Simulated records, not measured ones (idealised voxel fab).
A process module follows: voxel self aligned vias.
The figure presents cross-section cut, which has a width of 170 nm and is divided into square cells with an edge length of 5 nm.
Heads up, the way a cross-section reads in here is a grid of square cells, handed over as bands from the top down, with every band being one or more rows of cells. The band entry comprises the height of the band's top followed by the height of its bottom, expressed in nm, and subsequently the band's materials from left to right, each stated together with its width in nm. Where a single material is marked with the word "edge to edge", that material fills the band from edge to edge. The word "blank" represents empty space. Height reference: 0 = level under which incoming wafer is all one material. Lowest band: no bottom, runs on downward, e.g. "0 -> down". The two numbers in a width such as "30 to 40" mark its ends across the band: the first belongs to the top row of cells, the second to the bottom row, and from each row to the next the width moves by the same amount. Where a step carries "no alteration", the cross-section came out of it unchanged, cell for cell. "Sealed cavities" - sealed voids, min. 8 cells, no opening to top; format: width x height at distance (distance from left edge; nm throughout). Whatever follows a step's settings on its line is a remark the simulator itself makes about that step. overlay nm: right-of-plan distance of the mask on a masked step; negative values mean left-of-plan.

These are the steps we planned for the process
- 1: RECEIVE | material Si
- 2: CONFORMAL_DEP | material SiO2 | thk nm 10
- 3: CONFORMAL_DEP | material SiCN | thk nm 5
- 4: DIRECTIONAL_DEP | material SiO2 | thk nm 30
- 5: DIRECTIONAL_DEP | material aC | thk nm 10
- 6: PATTERN | tone open | mask id LINES | material resist | width nm 20 | pitch nm 45 | thk nm 25 | overlay nm 0
- 7: DIRECTIONAL_ETCH | etch materials aC | depth nm 10
- 8: STRIP | etch materials resist
- 9: DIRECTIONAL_ETCH | etch materials SiO2 | depth nm 30
- 10: STRIP | etch materials aC
- 11: CONFORMAL_DEP | material TiN | thk nm 5
- 12: FILL_DEP | material W | thk nm 10
- 13: CMP | height nm 45
- 14: SELECTIVE_ETCH | etch materials W Ru TiN | depth nm 10
- 15: FILL_DEP | material SiN | thk nm 10
- 16: CMP | height nm 45
- 17: DIRECTIONAL_DEP | material SiO2 | thk nm 15
- 18: PATTERN | tone open | mask id VIAS | material resist | width nm 30 | pitch nm 45 | thk nm 15 | overlay nm 0
- 19: DIRECTIONAL_ETCH | etch materials SiO2 | depth nm 15
- 20: DIRECTIONAL_ETCH | etch materials SiN | depth nm 10
- 21: STRIP | etch materials resist
- 22: CONFORMAL_DEP | material TiN | thk nm 5
- 23: FILL_DEP | material W | thk nm 5
- 24: CMP | height nm 60
- 25: CONFORMAL_DEP | material SiCN | thk nm 5

Of two wafers, the first: run according to plan

Cross-section of the wafer at receipt, which is the condition after step 1
    0 -> down = Si edge to edge
    Sealed cavities: none

Take a look at the wafer's cross-section after step 2
    10 -> 0 = SiO2 edge to edge
    Below 0 it's all the same as before, nothing changed down there.

Take a look at the wafer's cross-section after step 3
    15 -> 10 = SiCN edge to edge
    Below 10 it's all the same as before, nothing changed down there.

Take a look at the wafer's cross-section after step 4
    45 -> 15 = SiO2 edge to edge
    Below 15 it's all the same as before, nothing changed down there.

Take a look at the wafer's cross-section after step 5
    55 -> 45 = aC edge to edge
    Below 45 it's all the same as before, nothing changed down there.

Take a look at the wafer's cross-section after step 6
    80 -> 55 = 50 of resist / 20 of blank / 25 of resist / 20 of blank / 55 of resist
    Below 55 it's all the same as before, nothing changed down there.

Take a look at the wafer's cross-section after step 7
    70 -> 55 = 50 of resist / 20 of blank / 25 of resist / 20 of blank / 55 of resist
    55 -> 45 = 50 of aC / 20 of blank / 25 of aC / 20 of blank / 55 of aC
    Below 45 it's all the same as before, nothing changed down there.

Take a look at the wafer's cross-section after step 8
    55 -> 45 = 50 of aC / 20 of blank / 25 of aC / 20 of blank / 55 of aC
    Below 45 it's all the same as before, nothing changed down there.

Take a look at the wafer's cross-section after step 9
    55 -> 45 = 50 of aC / 20 of blank / 25 of aC / 20 of blank / 55 of aC
    45 -> 15 = 50 of SiO2 / 20 of blank / 25 of SiO2 / 20 of blank / 55 of SiO2
    Below 15 it's all the same as before, nothing changed down there.

Take a look at the wafer's cross-section after step 10
    45 -> 15 = 50 of SiO2 / 20 of blank / 25 of SiO2 / 20 of blank / 55 of SiO2
    Below 15 it's all the same as before, nothing changed down there.

Take a look at the wafer's cross-section after step 11
    50 -> 45 = 55 of TiN / 10 of blank / 35 of TiN / 10 of blank / 60 of TiN
    45 -> 20 = 50 of SiO2 / 5 of TiN / 10 of blank / 5 of TiN / 25 of SiO2 / 5 of TiN / 10 of blank / 5 of TiN / 55 of SiO2
    20 -> 15 = 50 of SiO2 / 20 of TiN / 25 of SiO2 / 20 of TiN / 55 of SiO2
    Below 15 it's all the same as before, nothing changed down there.

Take a look at the wafer's cross-section after step 12
    60 -> 50 = W edge to edge
    50 -> 45 = 55 of TiN / 10 of W / 35 of TiN / 10 of W / 60 of TiN
    45 -> 20 = 50 of SiO2 / 5 of TiN / 10 of W / 5 of TiN / 25 of SiO2 / 5 of TiN / 10 of W / 5 of TiN / 55 of SiO2
    Below 20 it's all the same as before, nothing changed down there.

Take a look at the wafer's cross-section after step 13
    45 -> 20 = 50 of SiO2 / 5 of TiN / 10 of W / 5 of TiN / 25 of SiO2 / 5 of TiN / 10 of W / 5 of TiN / 55 of SiO2
    Below 20 it's all the same as before, nothing changed down there.

Take a look at the wafer's cross-section after step 14
    45 -> 35 = 50 of SiO2 / 20 of blank / 25 of SiO2 / 20 of blank / 55 of SiO2
    Below 35 it's all the same as before, nothing changed down there.

Take a look at the wafer's cross-section after step 15
    55 -> 45 = SiN edge to edge
    45 -> 35 = 50 of SiO2 / 20 of SiN / 25 of SiO2 / 20 of SiN / 55 of SiO2
    Below 35 it's all the same as before, nothing changed down there.

Take a look at the wafer's cross-section after step 16
    45 -> 35 = 50 of SiO2 / 20 of SiN / 25 of SiO2 / 20 of SiN / 55 of SiO2
    Below 35 it's all the same as before, nothing changed down there.

Take a look at the wafer's cross-section after step 17
    60 -> 45 = SiO2 edge to edge
    Below 45 it's all the same as before, nothing changed down there.

Take a look at the wafer's cross-section after step 18
    75 -> 60 = 45 of resist / 30 of blank / 15 of resist / 30 of blank / 50 of resist
    Below 60 it's all the same as before, nothing changed down there.

Take a look at the wafer's cross-section after step 19
    75 -> 60 = 45 of resist / 30 of blank / 15 of resist / 30 of blank / 50 of resist
    60 -> 45 = 45 of SiO2 / 30 of blank / 15 of SiO2 / 30 of blank / 50 of SiO2
    Below 45 it's all the same as before, nothing changed down there.

Take a look at the wafer's cross-section after step 20
    75 -> 60 = 45 of resist / 30 of blank / 15 of resist / 30 of blank / 50 of resist
    60 -> 45 = 45 of SiO2 / 30 of blank / 15 of SiO2 / 30 of blank / 50 of SiO2
    45 -> 35 = 50 of SiO2 / 20 of blank / 25 of SiO2 / 20 of blank / 55 of SiO2
    Below 35 it's all the same as before, nothing changed down there.

Take a look at the wafer's cross-section after step 21
    60 -> 45 = 45 of SiO2 / 30 of blank / 15 of SiO2 / 30 of blank / 50 of SiO2
    Below 45 it's all the same as before, nothing changed down there.

Take a look at the wafer's cross-section after step 22
    65 -> 60 = 50 of TiN / 20 of blank / 25 of TiN / 20 of blank / 55 of TiN
    60 -> 50 = 45 of SiO2 / 5 of TiN / 20 of blank / 5 of TiN / 15 of SiO2 / 5 of TiN / 20 of blank / 5 of TiN / 50 of SiO2
    50 -> 40 = 45 to 50 of SiO2 / 10 to 5 of TiN / 10 of blank / 10 to 5 of TiN / 15 to 25 of SiO2 / 10 to 5 of TiN / 10 of blank / 10 to 5 of TiN / 50 to 55 of SiO2
    40 -> 35 = 50 of SiO2 / 20 of TiN / 25 of SiO2 / 20 of TiN / 55 of SiO2
    Below 35 it's all the same as before, nothing changed down there.

Take a look at the wafer's cross-section after step 23
    70 -> 65 = W edge to edge
    65 -> 60 = 50 of TiN / 20 of W / 25 of TiN / 20 of W / 55 of TiN
    60 -> 50 = 45 of SiO2 / 5 of TiN / 20 of W / 5 of TiN / 15 of SiO2 / 5 of TiN / 20 of W / 5 of TiN / 50 of SiO2
    50 -> 40 = 45 to 50 of SiO2 / 10 to 5 of TiN / 10 of W / 10 to 5 of TiN / 15 to 25 of SiO2 / 10 to 5 of TiN / 10 of W / 10 to 5 of TiN / 50 to 55 of SiO2
    Below 40 it's all the same as before, nothing changed down there.

Take a look at the wafer's cross-section after step 24
    60 -> 50 = 45 of SiO2 / 5 of TiN / 20 of W / 5 of TiN / 15 of SiO2 / 5 of TiN / 20 of W / 5 of TiN / 50 of SiO2
    Below 50 it's all the same as before, nothing changed down there.

Take a look at the wafer's cross-section after step 25
    65 -> 60 = SiCN edge to edge
    Below 60 it's all the same as before, nothing changed down there.

Second wafer: same start and same plan as the first, one execution error; identical to the first through step 5

Cross-section of the second wafer corresponding to the planned conclusion of step 6
    80 -> 55 = 45 of resist / 20 of blank / 25 of resist / 20 of blank / 60 of resist
    Below 55 it's all the same as before, nothing changed down there.

Cross-section of the second wafer corresponding to the planned conclusion of step 7
    70 -> 55 = 45 of resist / 20 of blank / 25 of resist / 20 of blank / 60 of resist
    55 -> 45 = 45 of aC / 20 of blank / 25 of aC / 20 of blank / 60 of aC
    Below 45 it's all the same as before, nothing changed down there.

Cross-section of the second wafer corresponding to the planned conclusion of step 8
    55 -> 45 = 45 of aC / 20 of blank / 25 of aC / 20 of blank / 60 of aC
    Below 45 it's all the same as before, nothing changed down there.

Cross-section of the second wafer corresponding to the planned conclusion of step 9
    55 -> 45 = 45 of aC / 20 of blank / 25 of aC / 20 of blank / 60 of aC
    45 -> 15 = 45 of SiO2 / 20 of blank / 25 of SiO2 / 20 of blank / 60 of SiO2
    Below 15 it's all the same as before, nothing changed down there.

Cross-section of the second wafer corresponding to the planned conclusion of step 10
    45 -> 15 = 45 of SiO2 / 20 of blank / 25 of SiO2 / 20 of blank / 60 of SiO2
    Below 15 it's all the same as before, nothing changed down there.

Cross-section of the second wafer corresponding to the planned conclusion of step 11
    50 -> 45 = 50 of TiN / 10 of blank / 35 of TiN / 10 of blank / 65 of TiN
    45 -> 20 = 45 of SiO2 / 5 of TiN / 10 of blank / 5 of TiN / 25 of SiO2 / 5 of TiN / 10 of blank / 5 of TiN / 60 of SiO2
    20 -> 15 = 45 of SiO2 / 20 of TiN / 25 of SiO2 / 20 of TiN / 60 of SiO2
    Below 15 it's all the same as before, nothing changed down there.

Cross-section of the second wafer corresponding to the planned conclusion of step 12
    60 -> 50 = W edge to edge
    50 -> 45 = 50 of TiN / 10 of W / 35 of TiN / 10 of W / 65 of TiN
    45 -> 20 = 45 of SiO2 / 5 of TiN / 10 of W / 5 of TiN / 25 of SiO2 / 5 of TiN / 10 of W / 5 of TiN / 60 of SiO2
    Below 20 it's all the same as before, nothing changed down there.

Cross-section of the second wafer corresponding to the planned conclusion of step 13
    45 -> 20 = 45 of SiO2 / 5 of TiN / 10 of W / 5 of TiN / 25 of SiO2 / 5 of TiN / 10 of W / 5 of TiN / 60 of SiO2
    Below 20 it's all the same as before, nothing changed down there.

Cross-section of the second wafer corresponding to the planned conclusion of step 14
    45 -> 35 = 45 of SiO2 / 20 of blank / 25 of SiO2 / 20 of blank / 60 of SiO2
    Below 35 it's all the same as before, nothing changed down there.

Cross-section of the second wafer corresponding to the planned conclusion of step 15
    55 -> 45 = SiN edge to edge
    45 -> 35 = 45 of SiO2 / 20 of SiN / 25 of SiO2 / 20 of SiN / 60 of SiO2
    Below 35 it's all the same as before, nothing changed down there.

Cross-section of the second wafer corresponding to the planned conclusion of step 16
    45 -> 35 = 45 of SiO2 / 20 of SiN / 25 of SiO2 / 20 of SiN / 60 of SiO2
    Below 35 it's all the same as before, nothing changed down there.

Cross-section of the second wafer corresponding to the planned conclusion of step 17
    60 -> 45 = SiO2 edge to edge
    Below 45 it's all the same as before, nothing changed down there.

Cross-section of the second wafer corresponding to the planned conclusion of step 18
    75 -> 60 = 45 of resist / 30 of blank / 15 of resist / 30 of blank / 50 of resist
    Below 60 it's all the same as before, nothing changed down there.

Cross-section of the second wafer corresponding to the planned conclusion of step 19
    75 -> 60 = 45 of resist / 30 of blank / 15 of resist / 30 of blank / 50 of resist
    60 -> 45 = 45 of SiO2 / 30 of blank / 15 of SiO2 / 30 of blank / 50 of SiO2
    Below 45 it's all the same as before, nothing changed down there.

Cross-section of the second wafer corresponding to the planned conclusion of step 20
    75 -> 60 = 45 of resist / 30 of blank / 15 of resist / 30 of blank / 50 of resist
    60 -> 45 = 45 of SiO2 / 30 of blank / 15 of SiO2 / 30 of blank / 50 of SiO2
    45 -> 35 = 45 of SiO2 / 20 of blank / 25 of SiO2 / 20 of blank / 60 of SiO2
    Below 35 it's all the same as before, nothing changed down there.

Cross-section of the second wafer corresponding to the planned conclusion of step 21
    60 -> 45 = 45 of SiO2 / 30 of blank / 15 of SiO2 / 30 of blank / 50 of SiO2
    Below 45 it's all the same as before, nothing changed down there.

Cross-section of the second wafer corresponding to the planned conclusion of step 22
    65 -> 60 = 50 of TiN / 20 of blank / 25 of TiN / 20 of blank / 55 of TiN
    60 -> 50 = 45 of SiO2 / 5 of TiN / 20 of blank / 5 of TiN / 15 of SiO2 / 5 of TiN / 20 of blank / 5 of TiN / 50 of SiO2
    50 -> 40 = 45 of SiO2 / 5 of TiN / 10 of blank / 15 to 5 of TiN / 15 to 25 of SiO2 / 5 of TiN / 10 of blank / 15 to 5 of TiN / 50 to 60 of SiO2
    40 -> 35 = 45 of SiO2 / 20 of TiN / 25 of SiO2 / 20 of TiN / 60 of SiO2
    Below 35 it's all the same as before, nothing changed down there.

Cross-section of the second wafer corresponding to the planned conclusion of step 23
    70 -> 65 = W edge to edge
    65 -> 60 = 50 of TiN / 20 of W / 25 of TiN / 20 of W / 55 of TiN
    60 -> 50 = 45 of SiO2 / 5 of TiN / 20 of W / 5 of TiN / 15 of SiO2 / 5 of TiN / 20 of W / 5 of TiN / 50 of SiO2
    50 -> 40 = 45 of SiO2 / 5 of TiN / 10 of W / 15 to 5 of TiN / 15 to 25 of SiO2 / 5 of TiN / 10 of W / 15 to 5 of TiN / 50 to 60 of SiO2
    Below 40 it's all the same as before, nothing changed down there.

Cross-section of the second wafer corresponding to the planned conclusion of step 24
    60 -> 50 = 45 of SiO2 / 5 of TiN / 20 of W / 5 of TiN / 15 of SiO2 / 5 of TiN / 20 of W / 5 of TiN / 50 of SiO2
    Below 50 it's all the same as before, nothing changed down there.

Cross-section of the second wafer corresponding to the planned conclusion of step 25
    65 -> 60 = SiCN edge to edge
    Below 60 it's all the same as before, nothing changed down there.
Run error: contrary to plan, step 6 was performed as PATTERN | tone open | mask id LINES | material resist | width nm 20 | pitch nm 45 | thk nm 25 | overlay nm -5
Matching per-material cell counts, mismatched positions: that is how the second wafer compares with the first at the end.
